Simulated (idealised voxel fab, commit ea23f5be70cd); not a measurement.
Title: Process Module voxel self aligned vias
Cross-sectional view cut (width: 295 nm; square cell size: 5 nm).
We lay out every cross-section as a grid of square cells and spell it out in bands from the top down, where one band means one or more rows of cells. It is stipulated that each band's entry specify, in nanometres, the height of the top of the band and then that of its bottom, followed by the materials of the band in left-to-right sequence, each together with its width in nanometres. A single material marked by the word "everywhere" is understood to fill the band from edge to edge; the word "empty" is understood to denote empty space. Zero point of the height axis is 0; under it, received wafer = one material. Lowest band: continues down indefinitely, "z 0 and below". Quick explanation for "30 to 40": the width changes in equal steps down the rows of cells, from the first number in the band's top row to the second number in its bottom row. "remains unaltered", as given for a step, is the statement that not any cell of the cross-section underwent a change during that step. Unvented internal voids: empty space of 8 cells or more with no open way to the top, each as width x height at its distance from the left edge, in nm. Heads up: the bit after the settings on a step's line is the simulator's remark on that step. overlay nm: mask right of planned place by this much (step with mask). Neg. = left.

The steps planned for the process are as follows
1,op RECEIVE | material Si
2,op CONFORMAL_DEP | material SiO2 | thk nm 10
3,op CONFORMAL_DEP | material SiCN | thk nm 5
4,op DIRECTIONAL_DEP | material lowk | thk nm 30
5,op DIRECTIONAL_DEP | material aC | thk nm 10
6,op PATTERN | tone open | mask id LINES | material resist | width nm 20 | pitch nm 55 | thk nm 25 | overlay nm 0
7,op DIRECTIONAL_ETCH | etch materials aC | depth nm 10
8,op STRIP | etch materials resist
9,op DIRECTIONAL_ETCH | etch materials lowk | depth nm 30
10,op STRIP | etch materials aC
11,op CONFORMAL_DEP | material TiN | thk nm 5
12,op FILL_DEP | material Ru | thk nm 5
13,op CMP | height nm 45
14,op SELECTIVE_ETCH | etch materials W Ru TiN | depth nm 5
15,op FILL_DEP | material SiN | thk nm 5
16,op CMP | height nm 45
17,op DIRECTIONAL_DEP | material lowk | thk nm 15
18,op DIRECTIONAL_DEP | material aC | thk nm 15
19,op PATTERN | tone open | mask id VIAS | material resist | width nm 30 | thk nm 30 | overlay nm 0
20,op DIRECTIONAL_ETCH | etch materials aC | depth nm 15
21,op STRIP | etch materials resist
22,op DIRECTIONAL_ETCH | etch materials lowk | depth nm 15
23,op DIRECTIONAL_ETCH | etch materials SiN | depth nm 5
24,op STRIP | etch materials aC
25,op CONFORMAL_DEP | material TiN | thk nm 5
26,op FILL_DEP | material Cu | thk nm 5
27,op CMP | height nm 60
28,op CONFORMAL_DEP | material SiN | thk nm 5

The cross-section here shows the wafer as received, i.e. in its state after step 1
z 0 and below: Si everywhere
Unvented internal voids: none

Sectioned view, first of two wafers, at the close of the module, processed as intended in the plan
z 65 to 60: SiN everywhere
z 60 to 50: lowk: 105, then TiN: 5, then Cu: 20, then TiN: 5, then lowk: 160
z 50 to 45: lowk: 105, then TiN: 10, then Cu: 10, then TiN: 10, then lowk: 160
z 45 to 40: lowk: 110, then TiN: 20, then lowk: 35, then SiN: 20, then lowk: 110
z 40 to 20: lowk: 110, then TiN: 5, then Ru: 10, then TiN: 5, then lowk: 35, then TiN: 5, then Ru: 10, then TiN: 5, then lowk: 110
z 20 to 15: lowk: 110, then TiN: 20, then lowk: 35, then TiN: 20, then lowk: 110
z 15 to 10: SiCN everywhere
z 10 to 0: SiO2 everywhere
z 0 and below: Si everywhere
Unvented internal voids: none

Cross-sectional view: second of two wafers, end of module; start and plan identical to the first, one mistake in running
z 65 to 60: SiN everywhere
z 60 to 50: Cu: 100, then TiN: 5, then lowk: 30, then TiN: 5, then Cu: 155
z 50 to 45: TiN: 105, then lowk: 30, then TiN: 35, then Cu: 10, then TiN: 115
z 45 to 40: lowk: 110, then SiN: 20, then lowk: 35, then TiN: 20, then lowk: 110
z 40 to 20: lowk: 110, then TiN: 5, then Ru: 10, then TiN: 5, then lowk: 35, then TiN: 5, then Ru: 10, then TiN: 5, then lowk: 110
z 20 to 15: lowk: 110, then TiN: 20, then lowk: 35, then TiN: 20, then lowk: 110
z 15 to 10: SiCN everywhere
z 10 to 0: SiO2 everywhere
z 0 and below: Si everywhere
Unvented internal voids: none
The mistake made against the process plan was this: step 19 was not run as planned; what actually ran was op PATTERN | tone cover | mask id VIAS | material resist | width nm 30 | thk nm 30 | overlay nm 0
at the end the second wafer has, in cells: Cu: 94 more | TiN: 47 more | lowk: 141 fewer
